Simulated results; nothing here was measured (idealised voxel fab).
process module | voxel self aligned contacts
cross-section cut | 245 nm wide | cells 5 nm
A cross-section is a grid of square cells, given in bands from the top down. A band is one or more rows of cells.
Each band's line starts with the height of the band's top and of its bottom, in nm. Then come its materials from left to right, each with its width in nm. One material with "throughout" fills the band from edge to edge. "air" is empty space.
Height 0 is the level under which the wafer as received is all one material. The lowest band goes on downwards, as in "0 down".
A width such as "30 to 40" changes by the same amount from each row of cells to the next, from the band's top row to its bottom row.
"no change" after a step means that no cell of the cross-section changed.
closed voids: empty space of 8 cells or more with no open way to the top, each as width x height at its distance from the left edge, in nm
after a step's settings: what the simulator itself notes on the step
overlay nm, on a step with a mask: how far to the right of its planned place the mask lay; to the left if negative
plan
1 op RECEIVE | material Si
2 op OXIDIZE | depth nm 5
3 op DIRECTIONAL_DEP | material polySi | thk nm 30
4 op DIRECTIONAL_DEP | material SiN | thk nm 20
5 op DIRECTIONAL_DEP | material aC | thk nm 10
6 op PATTERN | tone cover | mask id GATE | material resist | width nm 25 | pitch nm 80 | thk nm 30 | overlay nm 0
7 op DIRECTIONAL_ETCH | etch materials aC | depth nm 10
8 op STRIP | etch materials resist
9 op DIRECTIONAL_ETCH | etch materials SiN | depth nm 20
10 op DIRECTIONAL_ETCH | etch materials polySi | depth nm 30
11 op STRIP | etch materials aC
12 op CONFORMAL_DEP | material SiN | thk nm 10
13 op DIRECTIONAL_ETCH | etch materials SiN | depth nm 10
14 op FILL_DEP | material SiO2 | thk nm 10
15 op CMP | height nm 55
16 op MASKED_ETCH | tone open | mask id CONTACT | width nm 55 | etch materials SiO2 | depth nm 60 | overlay nm 0
17 op CONFORMAL_DEP | material TiN | thk nm 5
18 op FILL_DEP | material Ru | thk nm 5
19 op CMP | height nm 55
20 op CONFORMAL_DEP | material SiN | thk nm 5
varied across the wafers: width nm of step 6. The plan shows the first wafer's value. All wafers start alike
first wafer as received, after step 1
  0 down: Si throughout
  closed voids: none
each wafer at the end: cells of each material gained (+) or lost (-) since it was received, then its closed voids
width nm 25 | +55 Ru | -49 Si | +169 SiN | +320 SiO2 | +33 TiN | +60 polySi | closed voids: none
width nm 30 | +44 Ru | -49 Si | +177 SiN | +311 SiO2 | +33 TiN | +72 polySi | closed voids: none
width nm 35 | +33 Ru | -49 Si | +185 SiN | +302 SiO2 | +33 TiN | +84 polySi | closed voids: none
width nm 40 | +22 Ru | -49 Si | +193 SiN | +293 SiO2 | +33 TiN | +96 polySi | closed voids: none
width nm 45 | +11 Ru | -49 Si | +201 SiN | +284 SiO2 | +33 TiN | +108 polySi | closed voids: none
width nm 50 | -49 Si | +209 SiN | +275 SiO2 | +33 TiN | +120 polySi | closed voids: none
